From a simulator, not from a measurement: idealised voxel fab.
This section sets out a process module, namely voxel self aligned vias.
The cross-section shown here is cut; it is 285 nm wide and divided into square cells measuring 5 nm on a side.
Format of a cross-section: grid, square cells. Given as bands. Order: top down. Band: one or more rows of cells. For a band, the entry starts with two heights in nm, that of the top and then that of the bottom, and carries on with the band's materials in order from left to right, each alongside its width in nm; the word "edge to edge" beside a single material means it fills the band edge to edge, and "empty" means empty space. Basically, 0 is our baseline, since under it the wafer straight out of the box is all one material. The bottom band has no lower end and keeps on going down, so it looks like "0..down". Read "30 to 40" as a graded width: first number on top, second number at the bottom, same change between each pair of neighbouring rows. Where the words "remained the same" appear for a step, the cross-section shows no cell changed by that step; every cell remained as before. Heads up: "Sealed internal voids" only lists the empty pockets with no open path to the top that are 8 cells or more, and it writes them as width x height at distance, distance from the left edge, in nm. Step line, after settings: the simulator's comment on this step. overlay nm: for a step with a mask, the amount by which the mask lay right of where it was planned; a negative amount means left of it.

## The following list gives the planned process steps
| 1 | RECEIVE,material Si |
| 2 | CONFORMAL_DEP,material SiO2,thk nm 10 |
| 3 | CONFORMAL_DEP,material SiCN,thk nm 5 |
| 4 | DIRECTIONAL_DEP,material lowk,thk nm 20 |
| 5 | MASKED_ETCH,tone open,mask id LINES,width nm 25,pitch nm 55,etch materials lowk,depth nm 20,overlay nm 0 |
| 6 | CONFORMAL_DEP,material TiN,thk nm 5 |
| 7 | FILL_DEP,material Ru,thk nm 10 |
| 8 | CMP,height nm 35 |
| 9 | SELECTIVE_ETCH,etch materials W Ru TiN,depth nm 5 |
| 10 | FILL_DEP,material SiN,thk nm 10 |
| 11 | CMP,height nm 35 |
| 12 | DIRECTIONAL_DEP,material lowk,thk nm 20 |
| 13 | PATTERN,tone open,mask id VIAS,material resist,width nm 35,pitch nm 110,thk nm 20,overlay nm 0 |
| 14 | DIRECTIONAL_ETCH,etch materials lowk,depth nm 20 |
| 15 | DIRECTIONAL_ETCH,etch materials SiN,depth nm 5 |
| 16 | STRIP,etch materials resist |
| 17 | CONFORMAL_DEP,material TiN,thk nm 5 |
| 18 | FILL_DEP,material W,thk nm 5 |
| 19 | CMP,height nm 55 |
| 20 | CONFORMAL_DEP,material SiN,thk nm 5 |

## As received (post step 1): cross-section
	0..down | Si edge to edge
	Sealed internal voids: none

## End state of the module in cross-section, given the above starting point and plan and one mistake in execution
	60..55 | SiN edge to edge
	55..35 | 70 lowk | 5 TiN | 25 W | 5 TiN | 75 lowk | 5 TiN | 25 W | 5 TiN | 70 lowk
	35..30 | 70 lowk | 35 TiN | 25 lowk | 25 SiN | 25 lowk | 35 TiN | 70 lowk
	30..20 | 70 lowk | 10 TiN | 15 Ru | 10 TiN | 25 lowk | 5 TiN | 15 Ru | 5 TiN | 25 lowk | 10 TiN | 15 Ru | 10 TiN | 70 lowk
	20..15 | 70 lowk | 35 TiN | 25 lowk | 25 TiN | 25 lowk | 35 TiN | 70 lowk
	15..10 | SiCN edge to edge
	10..0 | SiO2 edge to edge
	0..down | Si edge to edge
	Sealed internal voids: none
What broke from the plan during processing? step 14 of the plan was carried out twice
